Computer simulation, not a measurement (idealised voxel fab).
voxel self aligned contacts: a process module
The width of the displayed cross-section, cut, is 170 nm; its cells are square, with a size of 5 nm.
Cross-section spec: square-cell grid; bands listed top down; each band is one or more rows. The entry gives the band's vertical extent as a top height and a bottom height in nm, then its horizontal make-up as materials from left to right, each with a width in nm. "blank" stands for empty space; a single material marked "everywhere" fills the band edge to edge. Note: height 0 marks the level under which the wafer is uniformly one material as received. Lowest band unbounded below, written "from 0 down". Note: "30->40" means the width goes from the first number (top row of the band) to the second number (bottom row) in equal steps per row of cells. "no modification" (step): cross-section cells unchanged, all of them. For the entry "Closed void roster", the listed items are empty spaces with no open way to the top whose size is 8 cells or more; each item follows the pattern width x height at distance, where distance is from the left edge and all three are in nm. Step line, after settings: the simulator's comment on this step. "overlay nm" on a masked step: distance the mask lay right of its planned place, negative for left.

# List of planned process steps
1) RECEIVE, material Si
2) CONFORMAL_DEP, material SiO2, thk nm 5
3) DIRECTIONAL_DEP, material polySi, thk nm 25
4) DIRECTIONAL_DEP, material SiN, thk nm 20
5) PATTERN, tone cover, mask id GATE, material resist, width nm 35, pitch nm 70, thk nm 15, overlay nm 0
6) DIRECTIONAL_ETCH, etch materials SiN, depth nm 20
7) DIRECTIONAL_ETCH, etch materials polySi, depth nm 25
8) STRIP, etch materials resist
9) CONFORMAL_DEP, material SiN, thk nm 10
10) DIRECTIONAL_ETCH, etch materials SiN, depth nm 10
11) FILL_DEP, material SiO2, thk nm 20
12) CMP, height nm 60
13) PATTERN, tone open, mask id CONTACT, material resist, width nm 55, thk nm 15, overlay nm 0
14) DIRECTIONAL_ETCH, etch materials SiO2, depth nm 60
15) STRIP, etch materials resist
16) CONFORMAL_DEP, material TiN, thk nm 5
17) FILL_DEP, material Ru, thk nm 10
18) CMP, height nm 60
19) CONFORMAL_DEP, material SiCN, thk nm 5

# Cross-section: wafer on arrival = after step 1
  from 0 down: Si everywhere
  Closed void roster: none

# Looking at the first of two wafers in cross-section at end of module - ran to plan
  from 65 to 60: SiCN everywhere
  from 60 to 50: SiO2 55, TiN 5->25, Ru 45->5, TiN 5->25, SiO2 60
  from 50 to 30: SiO2 20, SiN 55, TiN 5, Ru 5, TiN 5, SiN 55, SiO2 25
  from 30 to 5: SiO2 20, SiN 10, polySi 35, SiN 10, TiN 5, Ru 5, TiN 5, SiN 10, polySi 35, SiN 10, SiO2 25
  from 5 to 0: SiO2 75, TiN 15, SiO2 80
  from 0 down: Si everywhere
  Closed void roster: none

# This is the second of the two wafers, cross-sectioned at the end of the module; it started exactly like the first and was given the same plan, but it was run with one mistake
  from 65 to 60: SiCN everywhere
  from 60 to 50: SiO2 55, TiN 5->25, Ru 45->10, TiN 5->20, SiO2 60
  from 50 to 30: SiO2 25, SiN 50, TiN 5, Ru 10, TiN 5, SiN 50, SiO2 25
  from 30 to 5: SiO2 25, SiN 10, polySi 30, SiN 10, TiN 5, Ru 10, TiN 5, SiN 10, polySi 30, SiN 10, SiO2 25
  from 5 to 0: SiO2 75, TiN 20, SiO2 75
  from 0 down: Si everywhere
  Closed void roster: none
Diagnosis: step 5 was not run as planned; what actually ran was PATTERN, tone cover, mask id GATE, material resist, width nm 30, pitch nm 70, thk nm 15, overlay nm 0
Materials where the second wafer ends with more or fewer cells than the first: Ru: 10 more | SiN: 8 fewer | SiO2: 8 more | polySi: 10 fewer
